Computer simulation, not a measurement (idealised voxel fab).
The name of this process module is voxel self aligned vias.
It is cross-section cut that appears here, measuring 210 nm in width, its square cells being 5 nm in size.
Cross-section format: a grid of square cells, given as bands from top to bottom; each band is one or more rows of cells.
Within each band entry, the heights of the top and of the bottom of the band appear first, in that order and in nm; the materials of the band then follow from left to right, each with its corresponding width in nm. The designation "all across" on a single material indicates that it fills the band from edge to edge; the designation "air" indicates empty space.
Measure heights from 0. That's the level where, below it, the as-received wafer is all one material. The lowest band is bottomless and extends downward; write it as in "0 nm and below".
Think of "30->40" as a width that walks from the first number to the second as you go down the band, top row to bottom row, taking equal-sized steps from row to row.
Given "changes: none" for a step, no cell of the cross-section differs between before and after that step.
Entry "closed voids" = empty spaces >= 8 cells with no open way to the top; each as width x height at distance, distance from left edge, all nm.
Read whatever lies past the settings on a step's line as the simulator's own remark about the step.
On any step carrying a mask, the "overlay nm" setting, if present on the step's line, tells how far right of its planned place the mask lay; negative values point to the left.
Quick note on how to read the rest: it's all pairs. You get the cross-section before a process step and the one after, but the after one only goes down as far as the lowest band that changed. The step in between, with its settings, sits under the pair. Heads up, the pairs can come from different runs of this module on the same starting wafer, so don't assume a pair picks up from the one above unless its "Prior state" entry says it does.
Prior state
  85 nm to 70 nm = resist (50)  air (40)  resist (120)
  70 nm to 50 nm = SiO2 (50)  air (40)  SiO2 (120)
  50 nm to 45 nm = SiN all across
  45 nm to 40 nm = TiN (60)  W (20)  TiN (45)  W (20)  TiN (65)
  40 nm to 25 nm = SiO2 (55)  TiN (5)  W (20)  TiN (5)  SiO2 (35)  TiN (5)  W (20)  TiN (5)  SiO2 (60)
  25 nm to 20 nm = SiO2 (55)  TiN (30)  SiO2 (35)  TiN (30)  SiO2 (60)
  20 nm to 15 nm = SiCN all across
  15 nm to 0 nm = SiO2 all across
  0 nm and below = Si all across
  closed voids: none
Section, Post-Step
  85 nm to 70 nm = resist (50)  air (40)  resist (120)
  70 nm to 50 nm = SiO2 (50)  air (40)  SiO2 (120)
  50 nm to 45 nm = SiN (50)  air (40)  SiN (120)
  All layers under 45 are left as they were.
  closed voids: none
Between the cross-sections above, the step performed was DIRECTIONAL_ETCH (etch materials SiN; depth nm 5)
Prior state: equal to the after panel directly above.
Section, Post-Step
  70 nm to 50 nm = SiO2 (50)  air (40)  SiO2 (120)
  All layers under 50 are left as they were.
  closed voids: none
Between the cross-sections above, the step performed was STRIP (etch materials resist)
Prior state: equal to the after panel directly above.
Section, Post-Step
  75 nm to 70 nm = TiN (55)  air (30)  TiN (125)
  70 nm to 50 nm = SiO2 (50)  TiN (5)  air (30)  TiN (5)  SiO2 (120)
  50 nm to 45 nm = SiN (50)  TiN (40)  SiN (120)
  All layers under 45 are left as they were.
  closed voids: none
Between the cross-sections above, the step performed was CONFORMAL_DEP (material TiN; thk nm 5)
Prior state: equal to the after panel directly above.
Section, Post-Step
  85 nm to 75 nm = Ru all across
  75 nm to 70 nm = TiN (55)  Ru (30)  TiN (125)
  70 nm to 50 nm = SiO2 (50)  TiN (5)  Ru (30)  TiN (5)  SiO2 (120)
  All layers under 50 are left as they were.
  closed voids: none
Between the cross-sections above, the step performed was FILL_DEP (material Ru; thk nm 10)
Prior state: equal to the after panel directly above.
Section, Post-Step
  70 nm to 50 nm = SiO2 (50)  TiN (5)  Ru (30)  TiN (5)  SiO2 (120)
  All layers under 50 are left as they were.
  closed voids: none
Between the cross-sections above, the step performed was CMP (height nm 70)
Prior state: equal to the after panel directly above.
Section, Post-Step
  75 nm to 70 nm = SiN all across
  All layers under 70 are left as they were.
  closed voids: none
Between the cross-sections above, the step performed was CONFORMAL_DEP (material SiN; thk nm 5)
Prior state
  70 nm to 50 nm = SiO2 all across
  50 nm to 45 nm = SiO2 (55)  SiN (30)  SiO2 (35)  SiN (30)  SiO2 (60)
  45 nm to 25 nm = SiO2 (55)  TiN (5)  W (20)  TiN (5)  SiO2 (35)  TiN (5)  W (20)  TiN (5)  SiO2 (60)
  25 nm to 20 nm = SiO2 (55)  TiN (30)  SiO2 (35)  TiN (30)  SiO2 (60)
  20 nm to 15 nm = SiCN all across
  15 nm to 0 nm = SiO2 all across
  0 nm and below = Si all across
  closed voids: none
Section, Post-Step
  85 nm to 70 nm = resist (55)  air (30)  resist (125)
  All layers under 70 are left as they were.
  closed voids: none
Between the cross-sections above, the step performed was PATTERN (tone open; mask id VIAS; material resist; width nm 30; thk nm 15; overlay nm 0)
Prior state: equal to the after panel directly above.
Section, Post-Step
  85 nm to 70 nm = resist (55)  air (30)  resist (125)
  70 nm to 50 nm = SiO2 (55)  air (30)  SiO2 (125)
  All layers under 50 are left as they were.
  closed voids: none
Between the cross-sections above, the step performed was DIRECTIONAL_ETCH (etch materials SiO2; depth nm 20)
Prior state: equal to the after panel directly above.
Section, Post-Step
  85 nm to 70 nm = resist (55)  air (30)  resist (125)
  70 nm to 50 nm = SiO2 (55)  air (30)  SiO2 (125)
  50 nm to 45 nm = SiO2 (55)  air (30)  SiO2 (35)  SiN (30)  SiO2 (60)
  All layers under 45 are left as they were.
  closed voids: none
Between the cross-sections above, the step performed was DIRECTIONAL_ETCH (etch materials SiN; depth nm 5)
Prior state: equal to the after panel directly above.
Section, Post-Step
  70 nm to 50 nm = SiO2 (55)  air (30)  SiO2 (125)
  All layers under 50 are left as they were.
  closed voids: none
Between the cross-sections above, the step performed was STRIP (etch materials resist)
Prior state: equal to the after panel directly above.
Section, Post-Step
  75 nm to 70 nm = TiN (60)  air (20)  TiN (130)
  70 nm to 50 nm = SiO2 (55)  TiN (5)  air (20)  TiN (5)  SiO2 (125)
  50 nm to 45 nm = SiO2 (55)  TiN (30)  SiO2 (35)  SiN (30)  SiO2 (60)
  All layers under 45 are left as they were.
  closed voids: none
Between the cross-sections above, the step performed was CONFORMAL_DEP (material TiN; thk nm 5)
Prior state: equal to the after panel directly above.
Section, Post-Step
  85 nm to 75 nm = Ru all across
  75 nm to 70 nm = TiN (60)  Ru (20)  TiN (130)
  70 nm to 50 nm = SiO2 (55)  TiN (5)  Ru (20)  TiN (5)  SiO2 (125)
  All layers under 50 are left as they were.
  closed voids: none
Between the cross-sections above, the step performed was FILL_DEP (material Ru; thk nm 10)
Prior state: equal to the after panel directly above.
Section, Post-Step
  70 nm to 50 nm = SiO2 (55)  TiN (5)  Ru (20)  TiN (5)  SiO2 (125)
  All layers under 50 are left as they were.
  closed voids: none
Between the cross-sections above, the step performed was CMP (height nm 70)
Prior state: equal to the after panel directly above.
Section, Post-Step
  75 nm to 70 nm = SiN all across
  All layers under 70 are left as they were.
  closed voids: none
Between the cross-sections above, the step performed was CONFORMAL_DEP (material SiN; thk nm 5)
Prior state
  65 nm to 50 nm = aC all across
  50 nm to 20 nm = SiO2 all across
  20 nm to 15 nm = SiCN all across
  15 nm to 0 nm = SiO2 all across
  0 nm and below = Si all across
  closed voids: none
Section, Post-Step
  95 nm to 65 nm = resist (65)  air (30)  resist (35)  air (30)  resist (50)
  All layers under 65 are left as they were.
  closed voids: none
Between the cross-sections above, the step performed was PATTERN (tone open; mask id LINES; material resist; width nm 30; pitch nm 65; thk nm 30; overlay nm 10)
Prior state: equal to the after panel directly above.
Section, Post-Step
  80 nm to 65 nm = resist (65)  air (30)  resist (35)  air (30)  resist (50)
  65 nm to 50 nm = aC (65)  air (30)  aC (35)  air (30)  aC (50)
  All layers under 50 are left as they were.
  closed voids: none
Between the cross-sections above, the step performed was DIRECTIONAL_ETCH (etch materials aC; depth nm 15)
Prior state: equal to the after panel directly above.
Section, Post-Step
  65 nm to 50 nm = aC (65)  air (30)  aC (35)  air (30)  aC (50)
  All layers under 50 are left as they were.
  closed voids: none
Between the cross-sections above, the step performed was STRIP (etch materials resist)
Prior state: equal to the after panel directly above.
Section, Post-Step
  65 nm to 50 nm = aC (65)  air (30)  aC (35)  air (30)  aC (50)
  50 nm to 20 nm = SiO2 (65)  air (30)  SiO2 (35)  air (30)  SiO2 (50)
  All layers under 20 are left as they were.
  closed voids: none
Between the cross-sections above, the step performed was DIRECTIONAL_ETCH (etch materials SiO2; depth nm 30)
Prior state: equal to the after panel directly above.
Section, Post-Step
  50 nm to 20 nm = SiO2 (65)  air (30)  SiO2 (35)  air (30)  SiO2 (50)
  All layers under 20 are left as they were.
  closed voids: none
Between the cross-sections above, the step performed was STRIP (etch materials aC)
Prior state: equal to the after panel directly above.
Section, Post-Step
  55 nm to 50 nm = TiN (70)  air (20)  TiN (45)  air (20)  TiN (55)
  50 nm to 25 nm = SiO2 (65)  TiN (5)  air (20)  TiN (5)  SiO2 (35)  TiN (5)  air (20)  TiN (5)  SiO2 (50)
  25 nm to 20 nm = SiO2 (65)  TiN (30)  SiO2 (35)  TiN (30)  SiO2 (50)
  All layers under 20 are left as they were.
  closed voids: none
Between the cross-sections above, the step performed was CONFORMAL_DEP (material TiN; thk nm 5)
Prior state: equal to the after panel directly above.
Section, Post-Step
  65 nm to 55 nm = W all across
  55 nm to 50 nm = TiN (70)  W (20)  TiN (45)  W (20)  TiN (55)
  50 nm to 25 nm = SiO2 (65)  TiN (5)  W (20)  TiN (5)  SiO2 (35)  TiN (5)  W (20)  TiN (5)  SiO2 (50)
  All layers under 25 are left as they were.
  closed voids: none
Between the cross-sections above, the step performed was FILL_DEP (material W; thk nm 10)
Prior state: equal to the after panel directly above.
Section, Post-Step
  50 nm to 25 nm = SiO2 (65)  TiN (5)  W (20)  TiN (5)  SiO2 (35)  TiN (5)  W (20)  TiN (5)  SiO2 (50)
  All layers under 25 are left as they were.
  closed voids: none
Between the cross-sections above, the step performed was CMP (height nm 50)
Prior state: equal to the after panel directly above.
Section, Post-Step
  50 nm to 45 nm = SiO2 (65)  air (30)  SiO2 (35)  air (30)  SiO2 (50)
  All layers under 45 are left as they were.
  closed voids: none
Between the cross-sections above, the step performed was SELECTIVE_ETCH (etch materials W Ru TiN; depth nm 5)
Prior state: equal to the after panel directly above.
Section, Post-Step
  60 nm to 50 nm = SiN all across
  50 nm to 45 nm = SiO2 (65)  SiN (30)  SiO2 (35)  SiN (30)  SiO2 (50)
  All layers under 45 are left as they were.
  closed voids: none
Between the cross-sections above, the step performed was FILL_DEP (material SiN; thk nm 10)
Prior state: equal to the after panel directly above.
Section, Post-Step
  50 nm to 45 nm = SiO2 (65)  SiN (30)  SiO2 (35)  SiN (30)  SiO2 (50)
  All layers under 45 are left as they were.
  closed voids: none
Between the cross-sections above, the step performed was CMP (height nm 50)
Prior state: equal to the after panel directly above.
Section, Post-Step
  70 nm to 50 nm = SiO2 all across
  All layers under 50 are left as they were.
  closed voids: none
Between the cross-sections above, the step performed was DIRECTIONAL_DEP (material SiO2; thk nm 20)
Prior state: equal to the after panel directly above.
Section, Post-Step
  85 nm to 70 nm = resist (50)  air (40)  resist (120)
  All layers under 70 are left as they were.
  closed voids: none
Between the cross-sections above, the step performed was PATTERN (tone open; mask id VIAS; material resist; width nm 40; thk nm 15; overlay nm 0)
Prior state: equal to the after panel directly above.
Section, Post-Step
  85 nm to 70 nm = resist (50)  air (40)  resist (120)
  70 nm to 50 nm = SiO2 (50)  air (40)  SiO2 (120)
  All layers under 50 are left as they were.
  closed voids: none
Between the cross-sections above, the step performed was DIRECTIONAL_ETCH (etch materials SiO2; depth nm 20)
Prior state: equal to the after panel directly above.
Section, Post-Step
  85 nm to 70 nm = resist (50)  air (40)  resist (120)
  70 nm to 50 nm = SiO2 (50)  air (40)  SiO2 (120)
  50 nm to 45 nm = SiO2 (65)  air (25)  SiN (5)  SiO2 (35)  SiN (30)  SiO2 (50)
  All layers under 45 are left as they were.
  closed voids: none
Between the cross-sections above, the step performed was DIRECTIONAL_ETCH (etch materials SiN; depth nm 5)
Prior state: equal to the after panel directly above.
Section, Post-Step
  70 nm to 50 nm = SiO2 (50)  air (40)  SiO2 (120)
  All layers under 50 are left as they were.
  closed voids: none
Between the cross-sections above, the step performed was STRIP (etch materials resist)
Prior state: equal to the after panel directly above.
Section, Post-Step
  75 nm to 70 nm = TiN (55)  air (30)  TiN (125)
  70 nm to 55 nm = SiO2 (50)  TiN (5)  air (30)  TiN (5)  SiO2 (120)
  55 nm to 50 nm = SiO2 (50)  TiN (20)  air (15)  TiN (5)  SiO2 (120)
  50 nm to 45 nm = SiO2 (65)  TiN (25)  SiN (5)  SiO2 (35)  SiN (30)  SiO2 (50)
  All layers under 45 are left as they were.
  closed voids: none
Between the cross-sections above, the step performed was CONFORMAL_DEP (material TiN; thk nm 5)
Prior state: equal to the after panel directly above.
Section, Post-Step
  85 nm to 75 nm = Ru all across
  75 nm to 70 nm = TiN (55)  Ru (30)  TiN (125)
  70 nm to 55 nm = SiO2 (50)  TiN (5)  Ru (30)  TiN (5)  SiO2 (120)
  55 nm to 50 nm = SiO2 (50)  TiN (20)  Ru (15)  TiN (5)  SiO2 (120)
  All layers under 50 are left as they were.
  closed voids: none
Between the cross-sections above, the step performed was FILL_DEP (material Ru; thk nm 10)
Prior state: equal to the after panel directly above.
Section, Post-Step
  70 nm to 55 nm = SiO2 (50)  TiN (5)  Ru (30)  TiN (5)  SiO2 (120)
  All layers under 55 are left as they were.
  closed voids: none
Between the cross-sections above, the step performed was CMP (height nm 70)
Prior state: equal to the after panel directly above.
Section, Post-Step
  75 nm to 70 nm = SiN all across
  All layers under 70 are left as they were.
  closed voids: none
Between the cross-sections above, the step performed was CONFORMAL_DEP (material SiN; thk nm 5)
Prior state
  70 nm to 55 nm = SiO2 (50)  TiN (5)  Ru (30)  TiN (5)  SiO2 (120)
  55 nm to 50 nm = SiO2 (50)  TiN (10)  Ru (20)  TiN (10)  SiO2 (120)
  50 nm to 45 nm = SiO2 (55)  TiN (30)  SiO2 (35)  SiN (30)  SiO2 (60)
  45 nm to 25 nm = SiO2 (55)  TiN (5)  W (20)  TiN (5)  SiO2 (35)  TiN (5)  W (20)  TiN (5)  SiO2 (60)
  25 nm to 20 nm = SiO2 (55)  TiN (30)  SiO2 (35)  TiN (30)  SiO2 (60)
  20 nm to 15 nm = SiCN all across
  15 nm to 0 nm = SiO2 all across
  0 nm and below = Si all across
  closed voids: none
Section, Post-Step
  75 nm to 70 nm = TiN all across
  All layers under 70 are left as they were.
  closed voids: none
Between the cross-sections above, the step performed was CONFORMAL_DEP (material TiN; thk nm 5)
Prior state
  65 nm to 50 nm = aC all across
  50 nm to 20 nm = SiO2 all across
  20 nm to 15 nm = SiCN all across
  15 nm to 0 nm = SiO2 all across
  0 nm and below = Si all across
  closed voids: none
Section, Post-Step
  95 nm to 65 nm = air (55)  resist (30)  air (35)  resist (30)  air (60)
  All layers under 65 are left as they were.
  closed voids: none
Between the cross-sections above, the step performed was PATTERN (tone cover; mask id LINES; material resist; width nm 30; pitch nm 65; thk nm 30; overlay nm 0)
Prior state: equal to the after panel directly above.
Section, Post-Step
  80 nm to 65 nm = air (55)  resist (30)  air (35)  resist (30)  air (60)
  65 nm to 50 nm = air (55)  aC (30)  air (35)  aC (30)  air (60)
  All layers under 50 are left as they were.
  closed voids: none
Between the cross-sections above, the step performed was DIRECTIONAL_ETCH (etch materials aC; depth nm 15)
Prior state: equal to the after panel directly above.
Section, Post-Step
  65 nm to 50 nm = air (55)  aC (30)  air (35)  aC (30)  air (60)
  All layers under 50 are left as they were.
  closed voids: none
Between the cross-sections above, the step performed was STRIP (etch materials resist)
Prior state: equal to the after panel directly above.
Section, Post-Step
  65 nm to 50 nm = air (55)  aC (30)  air (35)  aC (30)  air (60)
  50 nm to 20 nm = air (55)  SiO2 (30)  air (35)  SiO2 (30)  air (60)
  All layers under 20 are left as they were.
  closed voids: none
Between the cross-sections above, the step performed was DIRECTIONAL_ETCH (etch materials SiO2; depth nm 30)
Prior state: equal to the after panel directly above.
Section, Post-Step
  50 nm to 20 nm = air (55)  SiO2 (30)  air (35)  SiO2 (30)  air (60)
  All layers under 20 are left as they were.
  closed voids: none
Between the cross-sections above, the step performed was STRIP (etch materials aC)
Prior state: equal to the after panel directly above.
Section, Post-Step
  55 nm to 50 nm = air (50)  TiN (40)  air (25)  TiN (40)  air (55)
  50 nm to 25 nm = air (50)  TiN (5)  SiO2 (30)  TiN (5)  air (25)  TiN (5)  SiO2 (30)  TiN (5)  air (55)
  25 nm to 20 nm = TiN (55)  SiO2 (30)  TiN (35)  SiO2 (30)  TiN (60)
  All layers under 20 are left as they were.
  closed voids: none
Between the cross-sections above, the step performed was CONFORMAL_DEP (material TiN; thk nm 5)
Prior state: equal to the after panel directly above.
Section, Post-Step
  65 nm to 55 nm = W all across
  55 nm to 50 nm = W (50)  TiN (40)  W (25)  TiN (40)  W (55)
  50 nm to 25 nm = W (50)  TiN (5)  SiO2 (30)  TiN (5)  W (25)  TiN (5)  SiO2 (30)  TiN (5)  W (55)
  All layers under 25 are left as they were.
  closed voids: none
Between the cross-sections above, the step performed was FILL_DEP (material W; thk nm 10)
Prior state: equal to the after panel directly above.
Section, Post-Step
  50 nm to 25 nm = W (50)  TiN (5)  SiO2 (30)  TiN (5)  W (25)  TiN (5)  SiO2 (30)  TiN (5)  W (55)
  All layers under 25 are left as they were.
  closed voids: none
Between the cross-sections above, the step performed was CMP (height nm 50)
Prior state: equal to the after panel directly above.
Section, Post-Step
  50 nm to 45 nm = air (55)  SiO2 (30)  air (35)  SiO2 (30)  air (60)
  All layers under 45 are left as they were.
  closed voids: none
Between the cross-sections above, the step performed was SELECTIVE_ETCH (etch materials W Ru TiN; depth nm 5)
Prior state: equal to the after panel directly above.
Section, Post-Step
  60 nm to 50 nm = SiN all across
  50 nm to 45 nm = SiN (55)  SiO2 (30)  SiN (35)  SiO2 (30)  SiN (60)
  All layers under 45 are left as they were.
  closed voids: none
Between the cross-sections above, the step performed was FILL_DEP (material SiN; thk nm 10)
Prior state: equal to the after panel directly above.
Section, Post-Step
  50 nm to 45 nm = SiN (55)  SiO2 (30)  SiN (35)  SiO2 (30)  SiN (60)
  All layers under 45 are left as they were.
  closed voids: none
Between the cross-sections above, the step performed was CMP (height nm 50)
Prior state: equal to the after panel directly above.
Section, Post-Step
  70 nm to 50 nm = SiO2 all across
  All layers under 50 are left as they were.
  closed voids: none
Between the cross-sections above, the step performed was DIRECTIONAL_DEP (material SiO2; thk nm 20)
Prior state: equal to the after panel directly above.
Section, Post-Step
  85 nm to 70 nm = resist (50)  air (40)  resist (120)
  All layers under 70 are left as they were.
  closed voids: none
Between the cross-sections above, the step performed was PATTERN (tone open; mask id VIAS; material resist; width nm 40; thk nm 15; overlay nm 0)
Prior state: equal to the after panel directly above.
Section, Post-Step
  85 nm to 70 nm = resist (50)  air (40)  resist (120)
  70 nm to 50 nm = SiO2 (50)  air (40)  SiO2 (120)
  All layers under 50 are left as they were.
  closed voids: none
Between the cross-sections above, the step performed was DIRECTIONAL_ETCH (etch materials SiO2; depth nm 20)
Prior state: equal to the after panel directly above.
Section, Post-Step
  85 nm to 70 nm = resist (50)  air (40)  resist (120)
  70 nm to 50 nm = SiO2 (50)  air (40)  SiO2 (120)
  50 nm to 45 nm = SiN (50)  air (5)  SiO2 (30)  air (5)  SiN (30)  SiO2 (30)  SiN (60)
  All layers under 45 are left as they were.
  closed voids: none
Between the cross-sections above, the step performed was DIRECTIONAL_ETCH (etch materials SiN; depth nm 5)
Prior state: equal to the after panel directly above.
Section, Post-Step
  70 nm to 50 nm = SiO2 (50)  air (40)  SiO2 (120)
  All layers under 50 are left as they were.
  closed voids: none
Between the cross-sections above, the step performed was STRIP (etch materials resist)
Prior state: equal to the after panel directly above.
Section, Post-Step
  75 nm to 70 nm = TiN (55)  air (30)  TiN (125)
  70 nm to 55 nm = SiO2 (50)  TiN (5)  air (30)  TiN (5)  SiO2 (120)
  55 nm to 50 nm = SiO2 (50)  TiN (40)  SiO2 (120)
  50 nm to 45 nm = SiN (50)  TiN (5)  SiO2 (30)  TiN (5)  SiN (30)  SiO2 (30)  SiN (60)
  All layers under 45 are left as they were.
  closed voids: none
Between the cross-sections above, the step performed was CONFORMAL_DEP (material TiN; thk nm 5)
Prior state: equal to the after panel directly above.
Section, Post-Step
  85 nm to 75 nm = Ru all across
  75 nm to 70 nm = TiN (55)  Ru (30)  TiN (125)
  70 nm to 55 nm = SiO2 (50)  TiN (5)  Ru (30)  TiN (5)  SiO2 (120)
  All layers under 55 are left as they were.
  closed voids: none
Between the cross-sections above, the step performed was FILL_DEP (material Ru; thk nm 10)
Prior state: equal to the after panel directly above.
Section, Post-Step
  70 nm to 55 nm = SiO2 (50)  TiN (5)  Ru (30)  TiN (5)  SiO2 (120)
  All layers under 55 are left as they were.
  closed voids: none
Between the cross-sections above, the step performed was CMP (height nm 70)
Prior state: equal to the after panel directly above.
Section, Post-Step
  75 nm to 70 nm = SiN all across
  All layers under 70 are left as they were.
  closed voids: none
Between the cross-sections above, the step performed was CONFORMAL_DEP (material SiN; thk nm 5)
